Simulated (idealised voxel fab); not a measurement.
Process module heading - voxel fin reveal
265 nm wide, 5 nm square cells: that's cross-section cut.
Format of a cross-section: grid, square cells. Given as bands. Order: top down. Band: one or more rows of cells. Within each band entry, the heights of the top and of the bottom of the band appear first, in that order and in nm; the materials of the band then follow from left to right, each with its corresponding width in nm. The designation "edge to edge" on a single material indicates that it fills the band from edge to edge; the designation "air" indicates empty space. The reference from which all heights are counted is 0, the level beneath which the as-received wafer is entirely one material; the lowest band, having no lower bound, proceeds downward and is written after the example "0 down". With a width like "30->40", each row of cells in the band differs from the next by the same amount, the top row carrying the first number and the bottom row the second. Step marked "remained unchanged"? Then no cell in the cross-section changed in it. "Enclosed internal cavities": sealed empty spaces, 8 cells or more, no open way to top, listed width x height at distance, with distance from the left edge and width, height and distance in nm. Where a step's line continues beyond its settings, the continuation is a remark by the simulator itself on that step. Steps that use a mask can have "overlay nm" on their line. It says how far the mask sat to the right of where it was meant to be. Negative means to the left.
**The process steps that were planned are listed below**
1: RECEIVE: material Si
2: CONFORMAL_DEP: material SiN, thk nm 5
3: PATTERN: tone cover, mask id FINS, material resist, width nm 15, pitch nm 45, thk nm 15, overlay nm 0
4: DIRECTIONAL_ETCH: etch materials SiN, depth nm 5
5: DIRECTIONAL_ETCH: etch materials Si, depth nm 30
6: STRIP: etch materials resist
7: OXIDIZE: depth nm 5
8: FILL_DEP: material SiO2, thk nm 15
9: CMP: height nm 5
10: SELECTIVE_ETCH: etch materials SiO2, depth nm 15
11: STRIP: etch materials SiN
12: CONFORMAL_DEP: material SiO2, thk nm 5
**First of two wafers - as planned**
**Here's what the wafer looked like in cross-section when it arrived - that's after step 1**
* 0 down: Si edge to edge
* Enclosed internal cavities: none
**Cross-sectional representation of the wafer at the conclusion of step 2**
* 5 to 0: SiN edge to edge
* No changes below 0.
**Cross-sectional representation of the wafer at the conclusion of step 3**
* 20 to 5: air=55 / resist=15 / air=30 / resist=15 / air=30 / resist=15 / air=30 / resist=15 / air=60
* No changes below 5.
**Cross-sectional representation of the wafer at the conclusion of step 4**
* 20 to 5: air=55 / resist=15 / air=30 / resist=15 / air=30 / resist=15 / air=30 / resist=15 / air=60
* 5 to 0: air=55 / SiN=15 / air=30 / SiN=15 / air=30 / SiN=15 / air=30 / SiN=15 / air=60
* No changes below 0.
**Cross-sectional representation of the wafer at the conclusion of step 5**
* 20 to 5: air=55 / resist=15 / air=30 / resist=15 / air=30 / resist=15 / air=30 / resist=15 / air=60
* 5 to 0: air=55 / SiN=15 / air=30 / SiN=15 / air=30 / SiN=15 / air=30 / SiN=15 / air=60
* 0 to -30: air=55 / Si=15 / air=30 / Si=15 / air=30 / Si=15 / air=30 / Si=15 / air=60
* No changes below -30.
**Cross-sectional representation of the wafer at the conclusion of step 6**
* 5 to 0: air=55 / SiN=15 / air=30 / SiN=15 / air=30 / SiN=15 / air=30 / SiN=15 / air=60
* No changes below 0.
**Cross-sectional representation of the wafer at the conclusion of step 7**
* 5 to 0: air=55 / SiN=15 / air=30 / SiN=15 / air=30 / SiN=15 / air=30 / SiN=15 / air=60
* 0 to -30: air=55 / SiO2=5 / Si=5 / SiO2=5 / air=30 / SiO2=5 / Si=5 / SiO2=5 / air=30 / SiO2=5 / Si=5 / SiO2=5 / air=30 / SiO2=5 / Si=5 / SiO2=5 / air=60
* -30 to -35: SiO2=60 / Si=5 / SiO2=40 / Si=5 / SiO2=40 / Si=5 / SiO2=40 / Si=5 / SiO2=65
* No changes below -35.
**Cross-sectional representation of the wafer at the conclusion of step 8**
* 20 to 5: SiO2 edge to edge
* 5 to 0: SiO2=55 / SiN=15 / SiO2=30 / SiN=15 / SiO2=30 / SiN=15 / SiO2=30 / SiN=15 / SiO2=60
* 0 to -35: SiO2=60 / Si=5 / SiO2=40 / Si=5 / SiO2=40 / Si=5 / SiO2=40 / Si=5 / SiO2=65
* No changes below -35.
**Cross-sectional representation of the wafer at the conclusion of step 9**
* 5 to 0: SiO2=55 / SiN=15 / SiO2=30 / SiN=15 / SiO2=30 / SiN=15 / SiO2=30 / SiN=15 / SiO2=60
* No changes below 0.
**Cross-sectional representation of the wafer at the conclusion of step 10**
* 5 to 0: air=55 / SiN=15 / air=30 / SiN=15 / air=30 / SiN=15 / air=30 / SiN=15 / air=60
* 0 to -10: air=60 / Si=5 / air=40 / Si=5 / air=40 / Si=5 / air=40 / Si=5 / air=65
* No changes below -10.
**Cross-sectional representation of the wafer at the conclusion of step 11**
* 0 to -10: air=60 / Si=5 / air=40 / Si=5 / air=40 / Si=5 / air=40 / Si=5 / air=65
* No changes below -10.
**Cross-sectional representation of the wafer at the conclusion of step 12**
* 5 to 0: air=55 / SiO2=15 / air=30 / SiO2=15 / air=30 / SiO2=15 / air=30 / SiO2=15 / air=60
* 0 to -5: air=55 / SiO2=5 / Si=5 / SiO2=5 / air=30 / SiO2=5 / Si=5 / SiO2=5 / air=30 / SiO2=5 / Si=5 / SiO2=5 / air=30 / SiO2=5 / Si=5 / SiO2=5 / air=60
* -5 to -35: SiO2=60 / Si=5 / SiO2=40 / Si=5 / SiO2=40 / Si=5 / SiO2=40 / Si=5 / SiO2=65
* No changes below -35.
**Second wafer - shared start and plan with the first - one error in running - same as the first up to step 2 inclusive**
**Second wafer, section view, time point: scheduled end of step 3**
* 20 to 5: air=45 / resist=15 / air=30 / resist=15 / air=30 / resist=15 / air=30 / resist=15 / air=70
* No changes below 5.
**Second wafer, section view, time point: scheduled end of step 4**
* 20 to 5: air=45 / resist=15 / air=30 / resist=15 / air=30 / resist=15 / air=30 / resist=15 / air=70
* 5 to 0: air=45 / SiN=15 / air=30 / SiN=15 / air=30 / SiN=15 / air=30 / SiN=15 / air=70
* No changes below 0.
**Second wafer, section view, time point: scheduled end of step 5**
* 20 to 5: air=45 / resist=15 / air=30 / resist=15 / air=30 / resist=15 / air=30 / resist=15 / air=70
* 5 to 0: air=45 / SiN=15 / air=30 / SiN=15 / air=30 / SiN=15 / air=30 / SiN=15 / air=70
* 0 to -30: air=45 / Si=15 / air=30 / Si=15 / air=30 / Si=15 / air=30 / Si=15 / air=70
* No changes below -30.
**Second wafer, section view, time point: scheduled end of step 6**
* 5 to 0: air=45 / SiN=15 / air=30 / SiN=15 / air=30 / SiN=15 / air=30 / SiN=15 / air=70
* No changes below 0.
**Second wafer, section view, time point: scheduled end of step 7**
* 5 to 0: air=45 / SiN=15 / air=30 / SiN=15 / air=30 / SiN=15 / air=30 / SiN=15 / air=70
* 0 to -30: air=45 / SiO2=5 / Si=5 / SiO2=5 / air=30 / SiO2=5 / Si=5 / SiO2=5 / air=30 / SiO2=5 / Si=5 / SiO2=5 / air=30 / SiO2=5 / Si=5 / SiO2=5 / air=70
* -30 to -35: SiO2=50 / Si=5 / SiO2=40 / Si=5 / SiO2=40 / Si=5 / SiO2=40 / Si=5 / SiO2=75
* No changes below -35.
**Second wafer, section view, time point: scheduled end of step 8**
* 20 to 5: SiO2 edge to edge
* 5 to 0: SiO2=45 / SiN=15 / SiO2=30 / SiN=15 / SiO2=30 / SiN=15 / SiO2=30 / SiN=15 / SiO2=70
* 0 to -35: SiO2=50 / Si=5 / SiO2=40 / Si=5 / SiO2=40 / Si=5 / SiO2=40 / Si=5 / SiO2=75
* No changes below -35.
**Second wafer, section view, time point: scheduled end of step 9**
* 5 to 0: SiO2=45 / SiN=15 / SiO2=30 / SiN=15 / SiO2=30 / SiN=15 / SiO2=30 / SiN=15 / SiO2=70
* No changes below 0.
**Second wafer, section view, time point: scheduled end of step 10**
* 5 to 0: air=45 / SiN=15 / air=30 / SiN=15 / air=30 / SiN=15 / air=30 / SiN=15 / air=70
* 0 to -10: air=50 / Si=5 / air=40 / Si=5 / air=40 / Si=5 / air=40 / Si=5 / air=75
* No changes below -10.
**Second wafer, section view, time point: scheduled end of step 11**
* 0 to -10: air=50 / Si=5 / air=40 / Si=5 / air=40 / Si=5 / air=40 / Si=5 / air=75
* No changes below -10.
**Second wafer, section view, time point: scheduled end of step 12**
* 5 to 0: air=45 / SiO2=15 / air=30 / SiO2=15 / air=30 / SiO2=15 / air=30 / SiO2=15 / air=70
* 0 to -5: air=45 / SiO2=5 / Si=5 / SiO2=5 / air=30 / SiO2=5 / Si=5 / SiO2=5 / air=30 / SiO2=5 / Si=5 / SiO2=5 / air=30 / SiO2=5 / Si=5 / SiO2=5 / air=70
* -5 to -35: SiO2=50 / Si=5 / SiO2=40 / Si=5 / SiO2=40 / Si=5 / SiO2=40 / Si=5 / SiO2=75
* No changes below -35.
Run error: not per plan at step 3, really ran PATTERN: tone cover, mask id FINS, material resist, width nm 15, pitch nm 45, thk nm 15, overlay nm -10
Tallied in cells, the final second wafer holds each material in the same quantity as the first, although not at the same places.
